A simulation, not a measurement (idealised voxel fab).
Process module, titled voxel lift off
Cross-section cut: width 190 nm, square cells of 5 nm.
Think of the cross-section as a grid of square cells. We describe it in bands, top to bottom, and each band covers one or more rows of those cells.
For a band, the entry starts with two heights in nm, that of the top and then that of the bottom, and carries on with the band's materials in order from left to right, each alongside its width in nm; the word "throughout" beside a single material means it fills the band edge to edge, and "air" means empty space.
All heights in this document are referenced to 0, defined as the level beneath which the wafer, as received, consists entirely of one material. The lowest band is not bounded below; it extends indefinitely downward and is written in the form "z 0 and below".
The expression "30 to 40" gives the width at the extremes of the band, the first number at its top row of cells and the second at its bottom row, with the width changing by equal amounts from each row to the next in between.
Reading "stayed the same" for a step: not a cell of the cross-section changed in it.
Voids not open to the top, 8 cells minimum: see "Closed void entries". Written width x height at distance; distance is from the left edge; nm.
On a step's line, text after the settings is the simulator commenting on that step.
If you see "overlay nm" on a step's line and that step has a mask, it's telling you how far right of where it was planned the mask ended up; a negative number means it went left instead.

Set out below are the planned steps of the process:
step 1: RECEIVE | material Si
step 2: CONFORMAL_DEP | material Al2O3 | thk nm 5
step 3: PATTERN | tone open | mask id LINES | material resist | width nm 30 | pitch nm 55 | thk nm 20 | overlay nm 0
step 4: DIRECTIONAL_DEP | material Ru | thk nm 10
step 5: STRIP | etch materials resist
step 6: CONFORMAL_DEP | material SiCN | thk nm 5

Cross-section: wafer on arrival = after step 1:
  z 0 and below  Si throughout
  Closed void entries: none

Here's the cross-section of the first of our two wafers at the end of the module - it ran as planned:
  z 20 to 15  air 45  SiCN 40  air 15  SiCN 40  air 50
  z 15 to 10  air 45  SiCN 5  Ru 30  SiCN 5  air 15  SiCN 5  Ru 30  SiCN 5  air 50
  z 10 to 5  SiCN 50  Ru 30  SiCN 25  Ru 30  SiCN 55
  z 5 to 0  Al2O3 throughout
  z 0 and below  Si throughout
  Closed void entries: none

Cross-sectional view of the second of two wafers upon completion of the module. This wafer shared its starting condition and process plan with the first; one error was made during its execution:
  z 20 to 15  SiCN 55  air 20  SiCN 35  air 20  SiCN 60
  z 15 to 10  Ru 50  SiCN 5  air 20  SiCN 5  Ru 25  SiCN 5  air 20  SiCN 5  Ru 55
  z 10 to 5  Ru 50  SiCN 30  Ru 25  SiCN 30  Ru 55
  z 5 to 0  Al2O3 throughout
  z 0 and below  Si throughout
  Closed void entries: none
What broke from the plan during processing? heads up, step 3 didn't go per plan, it actually ran as PATTERN | tone cover | mask id LINES | material resist | width nm 30 | pitch nm 55 | thk nm 20 | overlay nm 0
Per the end-of-run cell counts, the second wafer holds more or fewer of some materials than the first: Ru: 28 more
